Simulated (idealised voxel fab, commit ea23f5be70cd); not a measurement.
The document below concerns the process module designated voxel transistor to metal.
Shown is cross-section cut, with a width of 155 nm and square cells of size 5 nm.
Cross-section layout: square cells on a grid; listed as bands, top to bottom; a band spans one or more cell rows.
What a band's entry tells you: where the top is and where the bottom is, as heights in nm, and after that what lies inside, material by material from left to right, each with its width in nm. Empty space is written as the word "empty", and a single material marked with the word "everywhere" occupies the band from edge to edge.
Zero point of the height axis is 0; under it, received wafer = one material. Lowest band: continues down indefinitely, "0..down".
A width such as "30..40" changes by the same amount from each row of cells to the next, from the band's top row to its bottom row.
Given "nothing changed" for a step, no cell of the cross-section differs between before and after that step.
Basically, "closed voids" tells you about the enclosed voids: empty spaces with no open way to the top, 8 cells or bigger, each written width x height at distance, where distance is from the left edge, all in nm.
Formally, on a step line, whatever follows the settings is a remark that the simulator itself makes on the step.
overlay nm: where the mask lay relative to plan, measured to the right, on steps with a mask; negatives go left.

### The planned process steps are enumerated hereunder
1. RECEIVE [material Si]
2. CONFORMAL_DEP [material SiO2] [thk nm 5]
3. CONFORMAL_DEP [material SiN] [thk nm 10]
4. PATTERN [tone cover] [mask id ACTIVE] [material resist] [width nm 105] [thk nm 15] [overlay nm 0]
5. DIRECTIONAL_ETCH [etch materials SiN] [depth nm 10]
6. DIRECTIONAL_ETCH [etch materials SiO2] [depth nm 5]
7. DIRECTIONAL_ETCH [etch materials Si] [depth nm 35]
8. STRIP [etch materials resist]
9. OXIDIZE [depth nm 5]
10. FILL_DEP [material SiO2] [thk nm 10]
11. CMP [height nm 15]
12. SELECTIVE_ETCH [etch materials SiO2] [depth nm 10]
13. STRIP [etch materials SiN]
14. SELECTIVE_ETCH [etch materials SiO2] [depth nm 5]
15. OXIDIZE [depth nm 5]
16. DIRECTIONAL_DEP [material polySi] [thk nm 20]
17. DIRECTIONAL_DEP [material SiCN] [thk nm 10]
18. MASKED_ETCH [tone cover] [mask id GATE] [width nm 25] [etch materials SiCN] [depth nm 20] [overlay nm 0]
19. MASKED_ETCH [tone cover] [mask id GATE] [width nm 25] [etch materials polySi] [depth nm 30] [overlay nm 0]
20. CONFORMAL_DEP [material SiN] [thk nm 10]
21. DIRECTIONAL_ETCH [etch materials SiN] [depth nm 10]
22. DIRECTIONAL_ETCH [etch materials SiO2] [depth nm 5]
23. EPI [material SiGe] [thk nm 5]
24. FILL_DEP [material SiO2] [thk nm 10]
25. CMP [height nm 30]
26. DIRECTIONAL_DEP [material SiO2] [thk nm 10]
27. MASKED_ETCH [tone open] [mask id CONTACT] [width nm 25] [pitch nm 60] [etch materials SiO2] [depth nm 40] [overlay nm 0]
28. CONFORMAL_DEP [material TiN] [thk nm 5]
29. FILL_DEP [material Ru] [thk nm 5]
30. CMP [height nm 40]
31. CONFORMAL_DEP [material SiN] [thk nm 5]
32. DIRECTIONAL_DEP [material SiO2] [thk nm 20]
33. PATTERN [tone open] [mask id METAL_1] [material resist] [width nm 15] [pitch nm 70] [thk nm 20] [overlay nm 0]
34. DIRECTIONAL_ETCH [etch materials SiO2] [depth nm 20]
35. DIRECTIONAL_ETCH [etch materials SiN] [depth nm 5]
36. STRIP [etch materials resist]
37. CONFORMAL_DEP [material TiN] [thk nm 5]
38. FILL_DEP [material Cu] [thk nm 5]
39. CMP [height nm 65]
40. EPI [material Ru] [thk nm 5]
41. FILL_DEP [material SiCN] [thk nm 5]
42. DIRECTIONAL_DEP [material lowk] [thk nm 35]
43. DIRECTIONAL_DEP [material aC] [thk nm 15]
44. PATTERN [tone open] [mask id METAL_2] [material resist] [width nm 15] [pitch nm 70] [thk nm 30] [overlay nm 0]
45. DIRECTIONAL_ETCH [etch materials aC] [depth nm 15]
46. STRIP [etch materials resist]
47. DIRECTIONAL_ETCH [etch materials lowk] [depth nm 20]
48. STRIP [etch materials aC]
49. PATTERN [tone open] [mask id METAL_2_HOLES] [material resist] [width nm 15] [pitch nm 70] [thk nm 15] [overlay nm 0]
50. DIRECTIONAL_ETCH [etch materials lowk] [depth nm 15]
51. DIRECTIONAL_ETCH [etch materials SiCN] [depth nm 5]
52. STRIP [etch materials resist]
53. CONFORMAL_DEP [material TiN] [thk nm 5]
54. FILL_DEP [material Ru] [thk nm 5]
55. CMP [height nm 110]
56. CONFORMAL_DEP [material SiCN] [thk nm 5]

### First wafer of two (run as planned)

### This is the cross-section of the wafer as we received it, i.e. after step 1
* 0..down | Si everywhere
* closed voids: none

### After step 2, in cross-section
* 5..0 | SiO2 everywhere
* Below a height of 0, the structure has not been altered.

### After step 3, in cross-section
* 15..5 | SiN everywhere
* Below a height of 5, the structure has not been altered.

### After step 4, in cross-section
* 30..15 | empty: 25; resist: 105; empty: 25
* Below a height of 15, the structure has not been altered.

### After step 5, in cross-section
* 30..15 | empty: 25; resist: 105; empty: 25
* 15..5 | empty: 25; SiN: 105; empty: 25
* Below a height of 5, the structure has not been altered.

### After step 6, in cross-section
* 30..15 | empty: 25; resist: 105; empty: 25
* 15..5 | empty: 25; SiN: 105; empty: 25
* 5..0 | empty: 25; SiO2: 105; empty: 25
* Below a height of 0, the structure has not been altered.

### After step 7, in cross-section
* 30..15 | empty: 25; resist: 105; empty: 25
* 15..5 | empty: 25; SiN: 105; empty: 25
* 5..0 | empty: 25; SiO2: 105; empty: 25
* 0..-35 | empty: 25; Si: 105; empty: 25
* Below a height of -35, the structure has not been altered.

### After step 8, in cross-section
* 15..5 | empty: 25; SiN: 105; empty: 25
* Below a height of 5, the structure has not been altered.

### After step 9, in cross-section
* 15..5 | empty: 25; SiN: 105; empty: 25
* 5..0 | empty: 25; SiO2: 105; empty: 25
* 0..-35 | empty: 25; SiO2: 5; Si: 95; SiO2: 5; empty: 25
* -35..-40 | SiO2: 30; Si: 95; SiO2: 30
* Below a height of -40, the structure has not been altered.

### After step 10, in cross-section
* 25..15 | SiO2 everywhere
* 15..5 | SiO2: 25; SiN: 105; SiO2: 25
* 5..0 | SiO2 everywhere
* 0..-40 | SiO2: 30; Si: 95; SiO2: 30
* Below a height of -40, the structure has not been altered.

### After step 11, in cross-section
* 15..5 | SiO2: 25; SiN: 105; SiO2: 25
* Below a height of 5, the structure has not been altered.

### After step 12, in cross-section
* 15..5 | empty: 25; SiN: 105; empty: 25
* Below a height of 5, the structure has not been altered.

### After step 13, in cross-section
* 5..0 | SiO2 everywhere
* Below a height of 0, the structure has not been altered.

### After step 14, in cross-section
* 0..-40 | SiO2: 30; Si: 95; SiO2: 30
* Below a height of -40, the structure has not been altered.

### After step 15, in cross-section
* 0..-5 | SiO2 everywhere
* Below a height of -5, the structure has not been altered.

### After step 16, in cross-section
* 20..0 | polySi everywhere
* Below a height of 0, the structure has not been altered.

### After step 17, in cross-section
* 30..20 | SiCN everywhere
* Below a height of 20, the structure has not been altered.

### After step 18, in cross-section
* 30..20 | empty: 65; SiCN: 25; empty: 65
* Below a height of 20, the structure has not been altered.

### After step 19, in cross-section
* 30..20 | empty: 65; SiCN: 25; empty: 65
* 20..0 | empty: 65; polySi: 25; empty: 65
* Below a height of 0, the structure has not been altered.

### After step 20, in cross-section
* 40..30 | empty: 55; SiN: 45; empty: 55
* 30..20 | empty: 55; SiN: 10; SiCN: 25; SiN: 10; empty: 55
* 20..10 | empty: 55; SiN: 10; polySi: 25; SiN: 10; empty: 55
* 10..0 | SiN: 65; polySi: 25; SiN: 65
* Below a height of 0, the structure has not been altered.

### After step 21, in cross-section
* 30..20 | empty: 55; SiN: 10; SiCN: 25; SiN: 10; empty: 55
* 20..0 | empty: 55; SiN: 10; polySi: 25; SiN: 10; empty: 55
* Below a height of 0, the structure has not been altered.

### After step 22, in cross-section
* 30..20 | empty: 55; SiN: 10; SiCN: 25; SiN: 10; empty: 55
* 20..0 | empty: 55; SiN: 10; polySi: 25; SiN: 10; empty: 55
* 0..-5 | empty: 55; SiO2: 45; empty: 55
* Below a height of -5, the structure has not been altered.

### After step 23, in cross-section
* 30..20 | empty: 55; SiN: 10; SiCN: 25; SiN: 10; empty: 55
* 20..0 | empty: 55; SiN: 10; polySi: 25; SiN: 10; empty: 55
* 0..-5 | empty: 25; SiGe: 30; SiO2: 45; SiGe: 30; empty: 25
* Below a height of -5, the structure has not been altered.

### After step 24, in cross-section
* 40..30 | SiO2 everywhere
* 30..20 | SiO2: 55; SiN: 10; SiCN: 25; SiN: 10; SiO2: 55
* 20..0 | SiO2: 55; SiN: 10; polySi: 25; SiN: 10; SiO2: 55
* 0..-5 | SiO2: 25; SiGe: 30; SiO2: 45; SiGe: 30; SiO2: 25
* Below a height of -5, the structure has not been altered.

### After step 25, in cross-section
* 30..20 | SiO2: 55; SiN: 10; SiCN: 25; SiN: 10; SiO2: 55
* Below a height of 20, the structure has not been altered.

### After step 26, in cross-section
* 40..30 | SiO2 everywhere
* Below a height of 30, the structure has not been altered.

### After step 27, in cross-section
* 40..30 | SiO2: 35; empty: 25; SiO2: 35; empty: 25; SiO2: 35
* 30..20 | SiO2: 35; empty: 20; SiN: 10; SiCN: 25; SiN: 10; empty: 20; SiO2: 35
* 20..0 | SiO2: 35; empty: 20; SiN: 10; polySi: 25; SiN: 10; empty: 20; SiO2: 35
* Below a height of 0, the structure has not been altered.

### After step 28, in cross-section
* 45..40 | TiN: 40; empty: 15; TiN: 45; empty: 15; TiN: 40
* 40..30 | SiO2: 35; TiN: 5; empty: 15..10; TiN: 5..10; SiO2: 35; TiN: 5..10; empty: 15..10; TiN: 5; SiO2: 35
* 30..20 | SiO2: 35; TiN: 5; empty: 10; TiN: 5; SiN: 10; SiCN: 25; SiN: 10; TiN: 5; empty: 10; TiN: 5; SiO2: 35
* 20..5 | SiO2: 35; TiN: 5; empty: 10; TiN: 5; SiN: 10; polySi: 25; SiN: 10; TiN: 5; empty: 10; TiN: 5; SiO2: 35
* 5..0 | SiO2: 35; TiN: 20; SiN: 10; polySi: 25; SiN: 10; TiN: 20; SiO2: 35
* Below a height of 0, the structure has not been altered.

### After step 29, in cross-section
* 50..45 | Ru everywhere
* 45..40 | TiN: 40; Ru: 15; TiN: 45; Ru: 15; TiN: 40
* 40..30 | SiO2: 35; TiN: 5; Ru: 15..10; TiN: 5..10; SiO2: 35; TiN: 5..10; Ru: 15..10; TiN: 5; SiO2: 35
* 30..20 | SiO2: 35; TiN: 5; Ru: 10; TiN: 5; SiN: 10; SiCN: 25; SiN: 10; TiN: 5; Ru: 10; TiN: 5; SiO2: 35
* 20..5 | SiO2: 35; TiN: 5; Ru: 10; TiN: 5; SiN: 10; polySi: 25; SiN: 10; TiN: 5; Ru: 10; TiN: 5; SiO2: 35
* Below a height of 5, the structure has not been altered.

### After step 30, in cross-section
* 40..30 | SiO2: 35; TiN: 5; Ru: 15..10; TiN: 5..10; SiO2: 35; TiN: 5..10; Ru: 15..10; TiN: 5; SiO2: 35
* Below a height of 30, the structure has not been altered.

### After step 31, in cross-section
* 45..40 | SiN everywhere
* Below a height of 40, the structure has not been altered.

### After step 32, in cross-section
* 65..45 | SiO2 everywhere
* Below a height of 45, the structure has not been altered.

### After step 33, in cross-section
* 85..65 | resist: 35; empty: 15; resist: 55; empty: 15; resist: 35
* Below a height of 65, the structure has not been altered.

### After step 34, in cross-section
* 85..65 | resist: 35; empty: 15; resist: 55; empty: 15; resist: 35
* 65..45 | SiO2: 35; empty: 15; SiO2: 55; empty: 15; SiO2: 35
* Below a height of 45, the structure has not been altered.

### After step 35, in cross-section
* 85..65 | resist: 35; empty: 15; resist: 55; empty: 15; resist: 35
* 65..45 | SiO2: 35; empty: 15; SiO2: 55; empty: 15; SiO2: 35
* 45..40 | SiN: 35; empty: 15; SiN: 55; empty: 15; SiN: 35
* Below a height of 40, the structure has not been altered.

### After step 36, in cross-section
* 65..45 | SiO2: 35; empty: 15; SiO2: 55; empty: 15; SiO2: 35
* Below a height of 45, the structure has not been altered.

### After step 37, in cross-section
* 70..65 | TiN: 40; empty: 5; TiN: 65; empty: 5; TiN: 40
* 65..45 | SiO2: 35; TiN: 5; empty: 5; TiN: 5; SiO2: 55; TiN: 5; empty: 5; TiN: 5; SiO2: 35
* 45..40 | SiN: 35; TiN: 15; SiN: 55; TiN: 15; SiN: 35
* Below a height of 40, the structure has not been altered.

### After step 38, in cross-section
* 75..70 | Cu everywhere
* 70..65 | TiN: 40; Cu: 5; TiN: 65; Cu: 5; TiN: 40
* 65..45 | SiO2: 35; TiN: 5; Cu: 5; TiN: 5; SiO2: 55; TiN: 5; Cu: 5; TiN: 5; SiO2: 35
* Below a height of 45, the structure has not been altered.

### After step 39, in cross-section
* 65..45 | SiO2: 35; TiN: 5; Cu: 5; TiN: 5; SiO2: 55; TiN: 5; Cu: 5; TiN: 5; SiO2: 35
* Below a height of 45, the structure has not been altered.

### After step 40, in cross-section
* 70..65 | empty: 30; Ru: 25; empty: 45; Ru: 25; empty: 30
* Below a height of 65, the structure has not been altered.

### After step 41, in cross-section
* 75..70 | SiCN everywhere
* 70..65 | SiCN: 30; Ru: 25; SiCN: 45; Ru: 25; SiCN: 30
* Below a height of 65, the structure has not been altered.

### After step 42, in cross-section
* 110..75 | lowk everywhere
* Below a height of 75, the structure has not been altered.

### After step 43, in cross-section
* 125..110 | aC everywhere
* Below a height of 110, the structure has not been altered.

### After step 44, in cross-section
* 155..125 | resist: 35; empty: 15; resist: 55; empty: 15; resist: 35
* Below a height of 125, the structure has not been altered.

### After step 45, in cross-section
* 140..125 | resist: 35; empty: 15; resist: 55; empty: 15; resist: 35
* 125..110 | aC: 35; empty: 15; aC: 55; empty: 15; aC: 35
* Below a height of 110, the structure has not been altered.

### After step 46, in cross-section
* 125..110 | aC: 35; empty: 15; aC: 55; empty: 15; aC: 35
* Below a height of 110, the structure has not been altered.

### After step 47, in cross-section
* 125..110 | aC: 35; empty: 15; aC: 55; empty: 15; aC: 35
* 110..90 | lowk: 35; empty: 15; lowk: 55; empty: 15; lowk: 35
* Below a height of 90, the structure has not been altered.

### After step 48, in cross-section
* 110..90 | lowk: 35; empty: 15; lowk: 55; empty: 15; lowk: 35
* Below a height of 90, the structure has not been altered.

### After step 49, in cross-section
* 125..110 | resist: 35; empty: 15; resist: 55; empty: 15; resist: 35
* Below a height of 110, the structure has not been altered.

### After step 50, in cross-section
* 125..110 | resist: 35; empty: 15; resist: 55; empty: 15; resist: 35
* 110..75 | lowk: 35; empty: 15; lowk: 55; empty: 15; lowk: 35
* Below a height of 75, the structure has not been altered.

### After step 51, in cross-section
* 125..110 | resist: 35; empty: 15; resist: 55; empty: 15; resist: 35
* 110..75 | lowk: 35; empty: 15; lowk: 55; empty: 15; lowk: 35
* 75..70 | SiCN: 35; empty: 15; SiCN: 55; empty: 15; SiCN: 35
* Below a height of 70, the structure has not been altered.

### After step 52, in cross-section
* 110..75 | lowk: 35; empty: 15; lowk: 55; empty: 15; lowk: 35
* Below a height of 75, the structure has not been altered.

### After step 53, in cross-section
* 115..110 | TiN: 40; empty: 5; TiN: 65; empty: 5; TiN: 40
* 110..75 | lowk: 35; TiN: 5; empty: 5; TiN: 5; lowk: 55; TiN: 5; empty: 5; TiN: 5; lowk: 35
* 75..70 | SiCN: 35; TiN: 15; SiCN: 55; TiN: 15; SiCN: 35
* Below a height of 70, the structure has not been altered.

### After step 54, in cross-section
* 120..115 | Ru everywhere
* 115..110 | TiN: 40; Ru: 5; TiN: 65; Ru: 5; TiN: 40
* 110..75 | lowk: 35; TiN: 5; Ru: 5; TiN: 5; lowk: 55; TiN: 5; Ru: 5; TiN: 5; lowk: 35
* Below a height of 75, the structure has not been altered.

### After step 55, in cross-section
* 110..75 | lowk: 35; TiN: 5; Ru: 5; TiN: 5; lowk: 55; TiN: 5; Ru: 5; TiN: 5; lowk: 35
* Below a height of 75, the structure has not been altered.

### After step 56, in cross-section
* 115..110 | SiCN everywhere
* Below a height of 110, the structure has not been altered.

### Notes, second wafer: start = first wafer's, plan = first wafer's, execution had one mistake; history identical to first through step 6

### Second wafer, section view, time point: scheduled end of step 7
* 30..15 | empty: 25; resist: 105; empty: 25
* 15..5 | empty: 25; SiN: 105; empty: 25
* 5..0 | empty: 25; SiO2: 105; empty: 25
* 0..-40 | empty: 25; Si: 105; empty: 25
* Below a height of -40, the structure has not been altered.

### Second wafer, section view, time point: scheduled end of step 8
* 15..5 | empty: 25; SiN: 105; empty: 25
* Below a height of 5, the structure has not been altered.

### Second wafer, section view, time point: scheduled end of step 9
* 15..5 | empty: 25; SiN: 105; empty: 25
* 5..0 | empty: 25; SiO2: 105; empty: 25
* 0..-40 | empty: 25; SiO2: 5; Si: 95; SiO2: 5; empty: 25
* -40..-45 | SiO2: 30; Si: 95; SiO2: 30
* Below a height of -45, the structure has not been altered.

### Second wafer, section view, time point: scheduled end of step 10
* 25..15 | SiO2 everywhere
* 15..5 | SiO2: 25; SiN: 105; SiO2: 25
* 5..0 | SiO2 everywhere
* 0..-45 | SiO2: 30; Si: 95; SiO2: 30
* Below a height of -45, the structure has not been altered.

### Second wafer, section view, time point: scheduled end of step 11
* 15..5 | SiO2: 25; SiN: 105; SiO2: 25
* Below a height of 5, the structure has not been altered.

### Second wafer, section view, time point: scheduled end of step 12
* 15..5 | empty: 25; SiN: 105; empty: 25
* Below a height of 5, the structure has not been altered.

### Second wafer, section view, time point: scheduled end of step 13
* 5..0 | SiO2 everywhere
* Below a height of 0, the structure has not been altered.

### Second wafer, section view, time point: scheduled end of step 14
* 0..-45 | SiO2: 30; Si: 95; SiO2: 30
* Below a height of -45, the structure has not been altered.

### Second wafer, section view, time point: scheduled end of step 15
* 0..-5 | SiO2 everywhere
* Below a height of -5, the structure has not been altered.

### Second wafer, section view, time point: scheduled end of step 16
* 20..0 | polySi everywhere
* Below a height of 0, the structure has not been altered.

### Second wafer, section view, time point: scheduled end of step 17
* 30..20 | SiCN everywhere
* Below a height of 20, the structure has not been altered.

### Second wafer, section view, time point: scheduled end of step 18
* 30..20 | empty: 65; SiCN: 25; empty: 65
* Below a height of 20, the structure has not been altered.

### Second wafer, section view, time point: scheduled end of step 19
* 30..20 | empty: 65; SiCN: 25; empty: 65
* 20..0 | empty: 65; polySi: 25; empty: 65
* Below a height of 0, the structure has not been altered.

### Second wafer, section view, time point: scheduled end of step 20
* 40..30 | empty: 55; SiN: 45; empty: 55
* 30..20 | empty: 55; SiN: 10; SiCN: 25; SiN: 10; empty: 55
* 20..10 | empty: 55; SiN: 10; polySi: 25; SiN: 10; empty: 55
* 10..0 | SiN: 65; polySi: 25; SiN: 65
* Below a height of 0, the structure has not been altered.

### Second wafer, section view, time point: scheduled end of step 21
* 30..20 | empty: 55; SiN: 10; SiCN: 25; SiN: 10; empty: 55
* 20..0 | empty: 55; SiN: 10; polySi: 25; SiN: 10; empty: 55
* Below a height of 0, the structure has not been altered.

### Second wafer, section view, time point: scheduled end of step 22
* 30..20 | empty: 55; SiN: 10; SiCN: 25; SiN: 10; empty: 55
* 20..0 | empty: 55; SiN: 10; polySi: 25; SiN: 10; empty: 55
* 0..-5 | empty: 55; SiO2: 45; empty: 55
* Below a height of -5, the structure has not been altered.

### Second wafer, section view, time point: scheduled end of step 23
* 30..20 | empty: 55; SiN: 10; SiCN: 25; SiN: 10; empty: 55
* 20..0 | empty: 55; SiN: 10; polySi: 25; SiN: 10; empty: 55
* 0..-5 | empty: 25; SiGe: 30; SiO2: 45; SiGe: 30; empty: 25
* Below a height of -5, the structure has not been altered.

### Second wafer, section view, time point: scheduled end of step 24
* 40..30 | SiO2 everywhere
* 30..20 | SiO2: 55; SiN: 10; SiCN: 25; SiN: 10; SiO2: 55
* 20..0 | SiO2: 55; SiN: 10; polySi: 25; SiN: 10; SiO2: 55
* 0..-5 | SiO2: 25; SiGe: 30; SiO2: 45; SiGe: 30; SiO2: 25
* Below a height of -5, the structure has not been altered.

### Second wafer, section view, time point: scheduled end of step 25
* 30..20 | SiO2: 55; SiN: 10; SiCN: 25; SiN: 10; SiO2: 55
* Below a height of 20, the structure has not been altered.

### Second wafer, section view, time point: scheduled end of step 26
* 40..30 | SiO2 everywhere
* Below a height of 30, the structure has not been altered.

### Second wafer, section view, time point: scheduled end of step 27
* 40..30 | SiO2: 35; empty: 25; SiO2: 35; empty: 25; SiO2: 35
* 30..20 | SiO2: 35; empty: 20; SiN: 10; SiCN: 25; SiN: 10; empty: 20; SiO2: 35
* 20..0 | SiO2: 35; empty: 20; SiN: 10; polySi: 25; SiN: 10; empty: 20; SiO2: 35
* Below a height of 0, the structure has not been altered.

### Second wafer, section view, time point: scheduled end of step 28
* 45..40 | TiN: 40; empty: 15; TiN: 45; empty: 15; TiN: 40
* 40..30 | SiO2: 35; TiN: 5; empty: 15..10; TiN: 5..10; SiO2: 35; TiN: 5..10; empty: 15..10; TiN: 5; SiO2: 35
* 30..20 | SiO2: 35; TiN: 5; empty: 10; TiN: 5; SiN: 10; SiCN: 25; SiN: 10; TiN: 5; empty: 10; TiN: 5; SiO2: 35
* 20..5 | SiO2: 35; TiN: 5; empty: 10; TiN: 5; SiN: 10; polySi: 25; SiN: 10; TiN: 5; empty: 10; TiN: 5; SiO2: 35
* 5..0 | SiO2: 35; TiN: 20; SiN: 10; polySi: 25; SiN: 10; TiN: 20; SiO2: 35
* Below a height of 0, the structure has not been altered.

### Second wafer, section view, time point: scheduled end of step 29
* 50..45 | Ru everywhere
* 45..40 | TiN: 40; Ru: 15; TiN: 45; Ru: 15; TiN: 40
* 40..30 | SiO2: 35; TiN: 5; Ru: 15..10; TiN: 5..10; SiO2: 35; TiN: 5..10; Ru: 15..10; TiN: 5; SiO2: 35
* 30..20 | SiO2: 35; TiN: 5; Ru: 10; TiN: 5; SiN: 10; SiCN: 25; SiN: 10; TiN: 5; Ru: 10; TiN: 5; SiO2: 35
* 20..5 | SiO2: 35; TiN: 5; Ru: 10; TiN: 5; SiN: 10; polySi: 25; SiN: 10; TiN: 5; Ru: 10; TiN: 5; SiO2: 35
* Below a height of 5, the structure has not been altered.

### Second wafer, section view, time point: scheduled end of step 30
* 40..30 | SiO2: 35; TiN: 5; Ru: 15..10; TiN: 5..10; SiO2: 35; TiN: 5..10; Ru: 15..10; TiN: 5; SiO2: 35
* Below a height of 30, the structure has not been altered.

### Second wafer, section view, time point: scheduled end of step 31
* 45..40 | SiN everywhere
* Below a height of 40, the structure has not been altered.

### Second wafer, section view, time point: scheduled end of step 32
* 65..45 | SiO2 everywhere
* Below a height of 45, the structure has not been altered.

### Second wafer, section view, time point: scheduled end of step 33
* 85..65 | resist: 35; empty: 15; resist: 55; empty: 15; resist: 35
* Below a height of 65, the structure has not been altered.

### Second wafer, section view, time point: scheduled end of step 34
* 85..65 | resist: 35; empty: 15; resist: 55; empty: 15; resist: 35
* 65..45 | SiO2: 35; empty: 15; SiO2: 55; empty: 15; SiO2: 35
* Below a height of 45, the structure has not been altered.

### Second wafer, section view, time point: scheduled end of step 35
* 85..65 | resist: 35; empty: 15; resist: 55; empty: 15; resist: 35
* 65..45 | SiO2: 35; empty: 15; SiO2: 55; empty: 15; SiO2: 35
* 45..40 | SiN: 35; empty: 15; SiN: 55; empty: 15; SiN: 35
* Below a height of 40, the structure has not been altered.

### Second wafer, section view, time point: scheduled end of step 36
* 65..45 | SiO2: 35; empty: 15; SiO2: 55; empty: 15; SiO2: 35
* Below a height of 45, the structure has not been altered.

### Second wafer, section view, time point: scheduled end of step 37
* 70..65 | TiN: 40; empty: 5; TiN: 65; empty: 5; TiN: 40
* 65..45 | SiO2: 35; TiN: 5; empty: 5; TiN: 5; SiO2: 55; TiN: 5; empty: 5; TiN: 5; SiO2: 35
* 45..40 | SiN: 35; TiN: 15; SiN: 55; TiN: 15; SiN: 35
* Below a height of 40, the structure has not been altered.

### Second wafer, section view, time point: scheduled end of step 38
* 75..70 | Cu everywhere
* 70..65 | TiN: 40; Cu: 5; TiN: 65; Cu: 5; TiN: 40
* 65..45 | SiO2: 35; TiN: 5; Cu: 5; TiN: 5; SiO2: 55; TiN: 5; Cu: 5; TiN: 5; SiO2: 35
* Below a height of 45, the structure has not been altered.

### Second wafer, section view, time point: scheduled end of step 39
* 65..45 | SiO2: 35; TiN: 5; Cu: 5; TiN: 5; SiO2: 55; TiN: 5; Cu: 5; TiN: 5; SiO2: 35
* Below a height of 45, the structure has not been altered.

### Second wafer, section view, time point: scheduled end of step 40
* 70..65 | empty: 30; Ru: 25; empty: 45; Ru: 25; empty: 30
* Below a height of 65, the structure has not been altered.

### Second wafer, section view, time point: scheduled end of step 41
* 75..70 | SiCN everywhere
* 70..65 | SiCN: 30; Ru: 25; SiCN: 45; Ru: 25; SiCN: 30
* Below a height of 65, the structure has not been altered.

### Second wafer, section view, time point: scheduled end of step 42
* 110..75 | lowk everywhere
* Below a height of 75, the structure has not been altered.

### Second wafer, section view, time point: scheduled end of step 43
* 125..110 | aC everywhere
* Below a height of 110, the structure has not been altered.

### Second wafer, section view, time point: scheduled end of step 44
* 155..125 | resist: 35; empty: 15; resist: 55; empty: 15; resist: 35
* Below a height of 125, the structure has not been altered.

### Second wafer, section view, time point: scheduled end of step 45
* 140..125 | resist: 35; empty: 15; resist: 55; empty: 15; resist: 35
* 125..110 | aC: 35; empty: 15; aC: 55; empty: 15; aC: 35
* Below a height of 110, the structure has not been altered.

### Second wafer, section view, time point: scheduled end of step 46
* 125..110 | aC: 35; empty: 15; aC: 55; empty: 15; aC: 35
* Below a height of 110, the structure has not been altered.

### Second wafer, section view, time point: scheduled end of step 47
* 125..110 | aC: 35; empty: 15; aC: 55; empty: 15; aC: 35
* 110..90 | lowk: 35; empty: 15; lowk: 55; empty: 15; lowk: 35
* Below a height of 90, the structure has not been altered.

### Second wafer, section view, time point: scheduled end of step 48
* 110..90 | lowk: 35; empty: 15; lowk: 55; empty: 15; lowk: 35
* Below a height of 90, the structure has not been altered.

### Second wafer, section view, time point: scheduled end of step 49
* 125..110 | resist: 35; empty: 15; resist: 55; empty: 15; resist: 35
* Below a height of 110, the structure has not been altered.

### Second wafer, section view, time point: scheduled end of step 50
* 125..110 | resist: 35; empty: 15; resist: 55; empty: 15; resist: 35
* 110..75 | lowk: 35; empty: 15; lowk: 55; empty: 15; lowk: 35
* Below a height of 75, the structure has not been altered.

### Second wafer, section view, time point: scheduled end of step 51
* 125..110 | resist: 35; empty: 15; resist: 55; empty: 15; resist: 35
* 110..75 | lowk: 35; empty: 15; lowk: 55; empty: 15; lowk: 35
* 75..70 | SiCN: 35; empty: 15; SiCN: 55; empty: 15; SiCN: 35
* Below a height of 70, the structure has not been altered.

### Second wafer, section view, time point: scheduled end of step 52
* 110..75 | lowk: 35; empty: 15; lowk: 55; empty: 15; lowk: 35
* Below a height of 75, the structure has not been altered.

### Second wafer, section view, time point: scheduled end of step 53
* 115..110 | TiN: 40; empty: 5; TiN: 65; empty: 5; TiN: 40
* 110..75 | lowk: 35; TiN: 5; empty: 5; TiN: 5; lowk: 55; TiN: 5; empty: 5; TiN: 5; lowk: 35
* 75..70 | SiCN: 35; TiN: 15; SiCN: 55; TiN: 15; SiCN: 35
* Below a height of 70, the structure has not been altered.

### Second wafer, section view, time point: scheduled end of step 54
* 120..115 | Ru everywhere
* 115..110 | TiN: 40; Ru: 5; TiN: 65; Ru: 5; TiN: 40
* 110..75 | lowk: 35; TiN: 5; Ru: 5; TiN: 5; lowk: 55; TiN: 5; Ru: 5; TiN: 5; lowk: 35
* Below a height of 75, the structure has not been altered.

### Second wafer, section view, time point: scheduled end of step 55
* 110..75 | lowk: 35; TiN: 5; Ru: 5; TiN: 5; lowk: 55; TiN: 5; Ru: 5; TiN: 5; lowk: 35
* Below a height of 75, the structure has not been altered.

### Second wafer, section view, time point: scheduled end of step 56
* 115..110 | SiCN everywhere
* Below a height of 110, the structure has not been altered.
Deviation from plan: note that step 7 departed from the planned setting and was carried out as DIRECTIONAL_ETCH [etch materials Si] [depth nm 40]
Bottom line after processing is that, in cells, the second wafer is up or down on some materials versus the first: 12 fewer of Si | 12 more of SiO2
